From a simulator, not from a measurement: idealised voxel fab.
A process module follows: voxel spacer lines.
The figure presents cross-section cut, which has a width of 270 nm and is divided into square cells with an edge length of 5 nm.
Think of the cross-section as a grid of square cells. We describe it in bands, top to bottom, and each band covers one or more rows of those cells. Band: top height; bottom height; in nm. Then, left to right: material with width in nm, for each material. "throughout": a single material spanning edge to edge. "empty": empty space. Height reference: 0 = level under which incoming wafer is all one material. Lowest band: no bottom, runs on downward, e.g. "0..down". Think of "30->40" as a width that walks from the first number to the second as you go down the band, top row to bottom row, taking equal-sized steps from row to row. You'll sometimes find "remained unchanged" written for a step, and that's the way of saying that nowhere in the cross-section did a cell change during that step. "Closed void catalog" means: voids of 8 cells or more that are shut off from the top with no open way through. Written width x height at distance, distance from the left edge, in nm. after a step's settings: what the simulator itself notes on the step. "overlay nm" denotes, for a step that has a mask, the displacement of the mask to the right of its planned place, with negative values corresponding to the left.
Here's what the planned process steps look like:
1 RECEIVE [material Si]
2 CONFORMAL_DEP [material Al2O3] [thk nm 5]
3 DIRECTIONAL_DEP [material SiN] [thk nm 15]
4 DIRECTIONAL_DEP [material aC] [thk nm 20]
5 PATTERN [tone cover] [mask id MANDREL] [material resist] [width nm 25] [pitch nm 70] [thk nm 25] [overlay nm 0]
6 DIRECTIONAL_ETCH [etch materials aC] [depth nm 20]
7 STRIP [etch materials resist]
8 CONFORMAL_DEP [material SiO2] [thk nm 10]
9 DIRECTIONAL_ETCH [etch materials SiO2] [depth nm 10]
10 STRIP [etch materials aC]
11 DIRECTIONAL_ETCH [etch materials SiN] [depth nm 15]
12 STRIP [etch materials SiO2]
13 FILL_DEP [material SiO2] [thk nm 10]
14 CMP [height nm 20]
Of two wafers, the first: run according to plan:
Wafer at receipt (post step 1), cross-section:
    0..down | Si throughout
    Closed void catalog: none
How the wafer stands in section after step 2:
    5..0 | Al2O3 throughout
    Beneath the level 0, the cross-section is identical to its previous state.
How the wafer stands in section after step 3:
    20..5 | SiN throughout
    Beneath the level 5, the cross-section is identical to its previous state.
How the wafer stands in section after step 4:
    40..20 | aC throughout
    Beneath the level 20, the cross-section is identical to its previous state.
How the wafer stands in section after step 5:
    65..40 | 50 nm empty | 25 nm resist | 45 nm empty | 25 nm resist | 45 nm empty | 25 nm resist | 55 nm empty
    Beneath the level 40, the cross-section is identical to its previous state.
How the wafer stands in section after step 6:
    45..40 | 50 nm empty | 25 nm resist | 45 nm empty | 25 nm resist | 45 nm empty | 25 nm resist | 55 nm empty
    40..20 | 50 nm empty | 25 nm aC | 45 nm empty | 25 nm aC | 45 nm empty | 25 nm aC | 55 nm empty
    Beneath the level 20, the cross-section is identical to its previous state.
How the wafer stands in section after step 7:
    40..20 | 50 nm empty | 25 nm aC | 45 nm empty | 25 nm aC | 45 nm empty | 25 nm aC | 55 nm empty
    Beneath the level 20, the cross-section is identical to its previous state.
How the wafer stands in section after step 8:
    50..40 | 40 nm empty | 45 nm SiO2 | 25 nm empty | 45 nm SiO2 | 25 nm empty | 45 nm SiO2 | 45 nm empty
    40..30 | 40 nm empty | 10 nm SiO2 | 25 nm aC | 10 nm SiO2 | 25 nm empty | 10 nm SiO2 | 25 nm aC | 10 nm SiO2 | 25 nm empty | 10 nm SiO2 | 25 nm aC | 10 nm SiO2 | 45 nm empty
    30..20 | 50 nm SiO2 | 25 nm aC | 45 nm SiO2 | 25 nm aC | 45 nm SiO2 | 25 nm aC | 55 nm SiO2
    Beneath the level 20, the cross-section is identical to its previous state.
How the wafer stands in section after step 9:
    40..20 | 40 nm empty | 10 nm SiO2 | 25 nm aC | 10 nm SiO2 | 25 nm empty | 10 nm SiO2 | 25 nm aC | 10 nm SiO2 | 25 nm empty | 10 nm SiO2 | 25 nm aC | 10 nm SiO2 | 45 nm empty
    Beneath the level 20, the cross-section is identical to its previous state.
How the wafer stands in section after step 10:
    40..20 | 40 nm empty | 10 nm SiO2 | 25 nm empty | 10 nm SiO2 | 25 nm empty | 10 nm SiO2 | 25 nm empty | 10 nm SiO2 | 25 nm empty | 10 nm SiO2 | 25 nm empty | 10 nm SiO2 | 45 nm empty
    Beneath the level 20, the cross-section is identical to its previous state.
How the wafer stands in section after step 11:
    40..20 | 40 nm empty | 10 nm SiO2 | 25 nm empty | 10 nm SiO2 | 25 nm empty | 10 nm SiO2 | 25 nm empty | 10 nm SiO2 | 25 nm empty | 10 nm SiO2 | 25 nm empty | 10 nm SiO2 | 45 nm empty
    20..5 | 40 nm empty | 10 nm SiN | 25 nm empty | 10 nm SiN | 25 nm empty | 10 nm SiN | 25 nm empty | 10 nm SiN | 25 nm empty | 10 nm SiN | 25 nm empty | 10 nm SiN | 45 nm empty
    Beneath the level 5, the cross-section is identical to its previous state.
How the wafer stands in section after step 12:
    20..5 | 40 nm empty | 10 nm SiN | 25 nm empty | 10 nm SiN | 25 nm empty | 10 nm SiN | 25 nm empty | 10 nm SiN | 25 nm empty | 10 nm SiN | 25 nm empty | 10 nm SiN | 45 nm empty
    Beneath the level 5, the cross-section is identical to its previous state.
How the wafer stands in section after step 13:
    30..20 | SiO2 throughout
    20..5 | 40 nm SiO2 | 10 nm SiN | 25 nm SiO2 | 10 nm SiN | 25 nm SiO2 | 10 nm SiN | 25 nm SiO2 | 10 nm SiN | 25 nm SiO2 | 10 nm SiN | 25 nm SiO2 | 10 nm SiN | 45 nm SiO2
    Beneath the level 5, the cross-section is identical to its previous state.
How the wafer stands in section after step 14:
    20..5 | 40 nm SiO2 | 10 nm SiN | 25 nm SiO2 | 10 nm SiN | 25 nm SiO2 | 10 nm SiN | 25 nm SiO2 | 10 nm SiN | 25 nm SiO2 | 10 nm SiN | 25 nm SiO2 | 10 nm SiN | 45 nm SiO2
    Beneath the level 5, the cross-section is identical to its previous state.
Second wafer, same starting state and plan as the first, one mistake in the run, identical through step 9:
Cross-sectional representation of the second wafer at the time designated in the plan for the completion of step 10:
    40..20 | 40 nm empty | 10 nm SiO2 | 25 nm empty | 10 nm SiO2 | 25 nm empty | 10 nm SiO2 | 25 nm empty | 10 nm SiO2 | 25 nm empty | 10 nm SiO2 | 25 nm empty | 10 nm SiO2 | 45 nm empty
    Beneath the level 20, the cross-section is identical to its previous state.
Cross-sectional representation of the second wafer at the time designated in the plan for the completion of step 11:
    40..20 | 40 nm empty | 10 nm SiO2 | 25 nm empty | 10 nm SiO2 | 25 nm empty | 10 nm SiO2 | 25 nm empty | 10 nm SiO2 | 25 nm empty | 10 nm SiO2 | 25 nm empty | 10 nm SiO2 | 45 nm empty
    20..5 | 40 nm empty | 10 nm SiN | 25 nm empty | 10 nm SiN | 25 nm empty | 10 nm SiN | 25 nm empty | 10 nm SiN | 25 nm empty | 10 nm SiN | 25 nm empty | 10 nm SiN | 45 nm empty
    Beneath the level 5, the cross-section is identical to its previous state.
Cross-sectional representation of the second wafer at the time designated in the plan for the completion of step 12:
    20..5 | 40 nm empty | 10 nm SiN | 25 nm empty | 10 nm SiN | 25 nm empty | 10 nm SiN | 25 nm empty | 10 nm SiN | 25 nm empty | 10 nm SiN | 25 nm empty | 10 nm SiN | 45 nm empty
    Beneath the level 5, the cross-section is identical to its previous state.
Cross-sectional representation of the second wafer at the time designated in the plan for the completion of step 13:
    30..20 | SiO2 throughout
    20..5 | 40 nm SiO2 | 10 nm SiN | 25 nm SiO2 | 10 nm SiN | 25 nm SiO2 | 10 nm SiN | 25 nm SiO2 | 10 nm SiN | 25 nm SiO2 | 10 nm SiN | 25 nm SiO2 | 10 nm SiN | 45 nm SiO2
    Beneath the level 5, the cross-section is identical to its previous state.
Cross-sectional representation of the second wafer at the time designated in the plan for the completion of step 14:
    20..5 | 40 nm SiO2 | 10 nm SiN | 25 nm SiO2 | 10 nm SiN | 25 nm SiO2 | 10 nm SiN | 25 nm SiO2 | 10 nm SiN | 25 nm SiO2 | 10 nm SiN | 25 nm SiO2 | 10 nm SiN | 45 nm SiO2
    Beneath the level 5, the cross-section is identical to its previous state.
Which mistake was made when the wafer was run? step 10, plan: ran twice
Given identical final cross-sections on the two wafers, the mistake has no effect on any quantity computed by this model.
